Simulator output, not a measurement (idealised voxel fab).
The document below concerns the process module designated voxel ribs on slabs.
Square cell edge 5 nm, section width 270 nm, ID cut.
Each cross-section below is a grid of square cells, stated as bands in top-down order, with one or more rows of cells making up each band. What a band's entry tells you: where the top is and where the bottom is, as heights in nm, and after that what lies inside, material by material from left to right, each with its width in nm. Empty space is written as the word "blank", and a single material marked with the word "full width" occupies the band from edge to edge. The level at which height equals 0 is the one under which the wafer, as it arrives, is entirely one material. No lower edge exists for the bottom band, which continues downward and is notated as in "z 0 and below". Top row gets the first number, bottom row gets the second, and each row in between changes by the same step: that is how a band width like "30..40" works. Basically "remains unaltered" means that step didn't change any cell in the cross-section. Unvented voids: empty space of 8 cells or more with no open way to the top, each as width x height at its distance from the left edge, in nm. If you see something after the settings on a step's line, that's the simulator's own remark about that step. overlay nm: how far to the right of its planned place the mask lay on this masked step (negative: to the left).

Steps planned for the process
1: RECEIVE, material Si
2: DIRECTIONAL_DEP, material SiO2, thk nm 30
3: DIRECTIONAL_DEP, material SiN, thk nm 20
4: PATTERN, tone cover, mask id RIB, material resist, width nm 25, thk nm 20, overlay nm 0
5: DIRECTIONAL_ETCH, etch materials SiN, depth nm 15
6: STRIP, etch materials resist
7: PATTERN, tone cover, mask id SLAB, material resist, width nm 55, thk nm 20, overlay nm 0
8: DIRECTIONAL_ETCH, etch materials SiN, depth nm 5
9: STRIP, etch materials resist
10: FILL_DEP, material SiO2, thk nm 15
11: CMP, height nm 60
12: DIRECTIONAL_DEP, material W, thk nm 10
13: MASKED_ETCH, tone cover, mask id HEATER, width nm 35, etch materials W, depth nm 10, overlay nm 0
14: CONFORMAL_DEP, material SiN, thk nm 5

So, the first of our two wafers, run just as we planned it

This is the cross-section of the wafer as we received it, i.e. after step 1
	z 0 and below: Si full width
	Unvented voids: none

The wafer in cross-section once step 2 is complete
	z 30 to 0: SiO2 full width
	Unchanged below 0.

The wafer in cross-section once step 3 is complete
	z 50 to 30: SiN full width
	Unchanged below 30.

The wafer in cross-section once step 4 is complete
	z 70 to 50: 120 blank | 25 resist | 125 blank
	Unchanged below 50.

The wafer in cross-section once step 5 is complete
	z 70 to 50: 120 blank | 25 resist | 125 blank
	z 50 to 35: 120 blank | 25 SiN | 125 blank
	Unchanged below 35.

The wafer in cross-section once step 6 is complete
	z 50 to 35: 120 blank | 25 SiN | 125 blank
	Unchanged below 35.

The wafer in cross-section once step 7 is complete
	z 70 to 50: 105 blank | 55 resist | 110 blank
	z 50 to 35: 105 blank | 15 resist | 25 SiN | 15 resist | 110 blank
	Unchanged below 35.

The wafer in cross-section once step 8 is complete
	z 70 to 50: 105 blank | 55 resist | 110 blank
	z 50 to 35: 105 blank | 15 resist | 25 SiN | 15 resist | 110 blank
	z 35 to 30: 105 blank | 55 SiN | 110 blank
	Unchanged below 30.

The wafer in cross-section once step 9 is complete
	z 50 to 35: 120 blank | 25 SiN | 125 blank
	Unchanged below 35.

The wafer in cross-section once step 10 is complete
	z 65 to 50: SiO2 full width
	z 50 to 35: 120 SiO2 | 25 SiN | 125 SiO2
	z 35 to 30: 105 SiO2 | 55 SiN | 110 SiO2
	Unchanged below 30.

The wafer in cross-section once step 11 is complete
	z 60 to 50: SiO2 full width
	Unchanged below 50.

The wafer in cross-section once step 12 is complete
	z 70 to 60: W full width
	Unchanged below 60.

The wafer in cross-section once step 13 is complete
	z 70 to 60: 115 blank | 35 W | 120 blank
	Unchanged below 60.

The wafer in cross-section once step 14 is complete
	z 75 to 70: 110 blank | 45 SiN | 115 blank
	z 70 to 65: 110 blank | 5 SiN | 35 W | 5 SiN | 115 blank
	z 65 to 60: 115 SiN | 35 W | 120 SiN
	Unchanged below 60.

Second wafer: same start and same plan as the first, one execution error; identical to the first through step 1

Cross-section: second wafer, time at which step 2 was scheduled to end
	z 30 to 0: W full width
	Unchanged below 0.

Cross-section: second wafer, time at which step 3 was scheduled to end
	z 50 to 30: SiN full width
	Unchanged below 30.

Cross-section: second wafer, time at which step 4 was scheduled to end
	z 70 to 50: 120 blank | 25 resist | 125 blank
	Unchanged below 50.

Cross-section: second wafer, time at which step 5 was scheduled to end
	z 70 to 50: 120 blank | 25 resist | 125 blank
	z 50 to 35: 120 blank | 25 SiN | 125 blank
	Unchanged below 35.

Cross-section: second wafer, time at which step 6 was scheduled to end
	z 50 to 35: 120 blank | 25 SiN | 125 blank
	Unchanged below 35.

Cross-section: second wafer, time at which step 7 was scheduled to end
	z 70 to 50: 105 blank | 55 resist | 110 blank
	z 50 to 35: 105 blank | 15 resist | 25 SiN | 15 resist | 110 blank
	Unchanged below 35.

Cross-section: second wafer, time at which step 8 was scheduled to end
	z 70 to 50: 105 blank | 55 resist | 110 blank
	z 50 to 35: 105 blank | 15 resist | 25 SiN | 15 resist | 110 blank
	z 35 to 30: 105 blank | 55 SiN | 110 blank
	Unchanged below 30.

Cross-section: second wafer, time at which step 9 was scheduled to end
	z 50 to 35: 120 blank | 25 SiN | 125 blank
	Unchanged below 35.

Cross-section: second wafer, time at which step 10 was scheduled to end
	z 65 to 50: SiO2 full width
	z 50 to 35: 120 SiO2 | 25 SiN | 125 SiO2
	z 35 to 30: 105 SiO2 | 55 SiN | 110 SiO2
	Unchanged below 30.

Cross-section: second wafer, time at which step 11 was scheduled to end
	z 60 to 50: SiO2 full width
	Unchanged below 50.

Cross-section: second wafer, time at which step 12 was scheduled to end
	z 70 to 60: W full width
	Unchanged below 60.

Cross-section: second wafer, time at which step 13 was scheduled to end
	z 70 to 60: 115 blank | 35 W | 120 blank
	Unchanged below 60.

Cross-section: second wafer, time at which step 14 was scheduled to end
	z 75 to 70: 110 blank | 45 SiN | 115 blank
	z 70 to 65: 110 blank | 5 SiN | 35 W | 5 SiN | 115 blank
	z 65 to 60: 115 SiN | 35 W | 120 SiN
	Unchanged below 60.
what went wrong: rather than as planned, step 2 actually ran as DIRECTIONAL_DEP, material W, thk nm 30
Heads up, by the end the second wafer has more or fewer cells of some materials compared to the first: SiO2: 324 fewer | W: 324 more
